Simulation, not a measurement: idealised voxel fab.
Herein follows the process module entitled voxel transistor to metal.
Section shown: cut. Width: 175 nm. Cell size: 5 nm, square.
In this document a cross-section is written as a grid of square cells. It is given as a series of bands, listed from the top down, and a band is one or more rows of cells. This entry defines a band. It first specifies the height of the band's top and the height of its bottom in nm, and then specifies the band's materials from left to right, stating each material with its width in nm. The word "throughout" identifies a single material that fills the band from edge to edge, while the word "empty" identifies empty space. The level at which height equals 0 is the one under which the wafer, as it arrives, is entirely one material. No lower edge exists for the bottom band, which continues downward and is notated as in "0..down". A two-number width, for instance "30..40", indicates that the width is equal to the first number in the top row of the band and to the second number in the bottom row, and that it changes by a constant amount per row of cells. "no modification" (step): cross-section cells unchanged, all of them. The label "Fully sealed cavities" introduces a list of the empty spaces, 8 cells or larger, that have no open way up to the top; each entry in it reads width x height at distance, where the distance is taken from the left edge and all three are stated in nm. Step line, after settings: the simulator's comment on this step. overlay nm: on a step with a mask, how far right of its planned place the mask lay; negative means left.
Set out below are the planned steps of the process:
1. RECEIVE,material Si
2. OXIDIZE,depth nm 5
3. CONFORMAL_DEP,material SiN,thk nm 15
4. PATTERN,tone cover,mask id ACTIVE,material resist,width nm 135,thk nm 20,overlay nm 0
5. DIRECTIONAL_ETCH,etch materials SiN,depth nm 15
6. DIRECTIONAL_ETCH,etch materials SiO2,depth nm 5
7. DIRECTIONAL_ETCH,etch materials Si,depth nm 25
8. STRIP,etch materials resist
9. FILL_DEP,material SiO2,thk nm 15
10. CMP,height nm 15
11. SELECTIVE_ETCH,etch materials SiO2,depth nm 10
12. STRIP,etch materials SiN
13. SELECTIVE_ETCH,etch materials SiO2,depth nm 5
14. OXIDIZE,depth nm 5
15. DIRECTIONAL_DEP,material polySi,thk nm 30
16. DIRECTIONAL_DEP,material SiCN,thk nm 15
17. PATTERN,tone cover,mask id GATE,material resist,width nm 35,thk nm 20,overlay nm 0
18. DIRECTIONAL_ETCH,etch materials SiCN,depth nm 25
19. DIRECTIONAL_ETCH,etch materials polySi,depth nm 40
20. STRIP,etch materials resist
21. CONFORMAL_DEP,material SiO2,thk nm 5
22. DIRECTIONAL_ETCH,etch materials SiO2,depth nm 5
23. CONFORMAL_DEP,material SiN,thk nm 10
24. DIRECTIONAL_ETCH,etch materials SiN,depth nm 10
25. DIRECTIONAL_ETCH,etch materials SiO2,depth nm 5
26. DIRECTIONAL_ETCH,etch materials Si,depth nm 15
27. EPI,material nSi,thk nm 15
28. FILL_DEP,material SiO2,thk nm 5
29. CMP,height nm 25
30. STRIP,etch materials polySi
31. SELECTIVE_ETCH,etch materials SiO2,depth nm 5
32. CONFORMAL_DEP,material HfO2,thk nm 5
33. CONFORMAL_DEP,material TiN,thk nm 5
34. FILL_DEP,material W,thk nm 5
35. CMP,height nm 20
36. DIRECTIONAL_DEP,material SiO2,thk nm 10
37. MASKED_ETCH,tone open,mask id CONTACT,width nm 20,pitch nm 95,etch materials SiO2,depth nm 25,overlay nm 0
38. CONFORMAL_DEP,material TiN,thk nm 5
39. FILL_DEP,material W,thk nm 10
40. CMP,height nm 30
41. DIRECTIONAL_DEP,material TiN,thk nm 5
42. DIRECTIONAL_DEP,material W,thk nm 15
43. DIRECTIONAL_DEP,material aC,thk nm 10
44. PATTERN,tone cover,mask id METAL_1,material resist,width nm 20,pitch nm 95,thk nm 30,overlay nm 0
45. DIRECTIONAL_ETCH,etch materials aC,depth nm 10
46. STRIP,etch materials resist
47. DIRECTIONAL_ETCH,etch materials W,depth nm 15
48. DIRECTIONAL_ETCH,etch materials TiN,depth nm 5
49. STRIP,etch materials aC
50. CONFORMAL_DEP,material SiCN,thk nm 5
51. FILL_DEP,material lowk,thk nm 10
52. CMP,height nm 50
53. CONFORMAL_DEP,material SiCN,thk nm 5
Step 1 complete: cross-section of the wafer as received:
0..down: Si throughout
Fully sealed cavities: none
First of two wafers, end-of-module section, run followed plan:
55..50: SiCN throughout
50..35: lowk 25 nm, SiCN 5 nm, W 20 nm, SiCN 5 nm, lowk 65 nm, SiCN 5 nm, W 20 nm, SiCN 5 nm, lowk 25 nm
35..30: SiCN 30 nm, TiN 20 nm, SiCN 75 nm, TiN 20 nm, SiCN 30 nm
30..20: SiO2 30 nm, TiN 5 nm, W 10 nm, TiN 5 nm, SiO2 75 nm, TiN 5 nm, W 10 nm, TiN 5 nm, SiO2 30 nm
20..10: SiO2 30 nm, TiN 5 nm, W 10 nm, TiN 5 nm, SiO2 5 nm, SiN 10 nm, HfO2 5 nm, TiN 5 nm, W 25 nm, TiN 5 nm, HfO2 5 nm, SiN 10 nm, SiO2 5 nm, TiN 5 nm, W 10 nm, TiN 5 nm, SiO2 30 nm
10..5: SiO2 30 nm, TiN 20 nm, SiO2 5 nm, SiN 10 nm, HfO2 5 nm, TiN 5 nm, W 25 nm, TiN 5 nm, HfO2 5 nm, SiN 10 nm, SiO2 5 nm, TiN 20 nm, SiO2 30 nm
5..0: SiO2 25 nm, nSi 30 nm, SiN 10 nm, HfO2 5 nm, TiN 5 nm, W 25 nm, TiN 5 nm, HfO2 5 nm, SiN 10 nm, nSi 30 nm, SiO2 25 nm
0..-5: SiO2 20 nm, SiN 10 nm, nSi 25 nm, SiN 10 nm, HfO2 5 nm, TiN 35 nm, HfO2 5 nm, SiN 10 nm, nSi 25 nm, SiN 10 nm, SiO2 20 nm
-5..-10: SiO2 30 nm, nSi 25 nm, SiO2 10 nm, HfO2 45 nm, SiO2 10 nm, nSi 25 nm, SiO2 30 nm
-10..-25: SiO2 20 nm, Si 10 nm, nSi 25 nm, Si 65 nm, nSi 25 nm, Si 10 nm, SiO2 20 nm
-25..-30: SiO2 20 nm, Si 135 nm, SiO2 20 nm
-30..down: Si throughout
Fully sealed cavities: none
second wafer at the end: like start, like plan, one mistake:
55..50: SiCN throughout
50..35: lowk 25 nm, SiCN 5 nm, W 20 nm, SiCN 5 nm, lowk 65 nm, SiCN 5 nm, W 20 nm, SiCN 5 nm, lowk 25 nm
35..30: SiCN 30 nm, TiN 20 nm, SiCN 75 nm, TiN 20 nm, SiCN 30 nm
30..20: SiO2 30 nm, TiN 5 nm, W 10 nm, TiN 5 nm, SiO2 75 nm, TiN 5 nm, W 10 nm, TiN 5 nm, SiO2 30 nm
20..10: SiO2 30 nm, TiN 5 nm, W 10 nm, TiN 5 nm, SiO2 5 nm, SiN 10 nm, TiN 5 nm, HfO2 5 nm, W 25 nm, HfO2 5 nm, TiN 5 nm, SiN 10 nm, SiO2 5 nm, TiN 5 nm, W 10 nm, TiN 5 nm, SiO2 30 nm
10..5: SiO2 30 nm, TiN 20 nm, SiO2 5 nm, SiN 10 nm, TiN 5 nm, HfO2 5 nm, W 25 nm, HfO2 5 nm, TiN 5 nm, SiN 10 nm, SiO2 5 nm, TiN 20 nm, SiO2 30 nm
5..0: SiO2 25 nm, nSi 30 nm, SiN 10 nm, TiN 5 nm, HfO2 5 nm, W 25 nm, HfO2 5 nm, TiN 5 nm, SiN 10 nm, nSi 30 nm, SiO2 25 nm
0..-5: SiO2 20 nm, SiN 10 nm, nSi 25 nm, SiN 10 nm, TiN 5 nm, HfO2 35 nm, TiN 5 nm, SiN 10 nm, nSi 25 nm, SiN 10 nm, SiO2 20 nm
-5..-10: SiO2 30 nm, nSi 25 nm, SiO2 10 nm, TiN 45 nm, SiO2 10 nm, nSi 25 nm, SiO2 30 nm
-10..-25: SiO2 20 nm, Si 10 nm, nSi 25 nm, Si 65 nm, nSi 25 nm, Si 10 nm, SiO2 20 nm
-25..-30: SiO2 20 nm, Si 135 nm, SiO2 20 nm
-30..down: Si throughout
Fully sealed cavities: none
Run error: steps 32 and 33 of the plan were run in the wrong order, each in the other's place
Final wafer comparison in cells, second versus first, more or fewer per material: 4 fewer of HfO2, 4 more of TiN
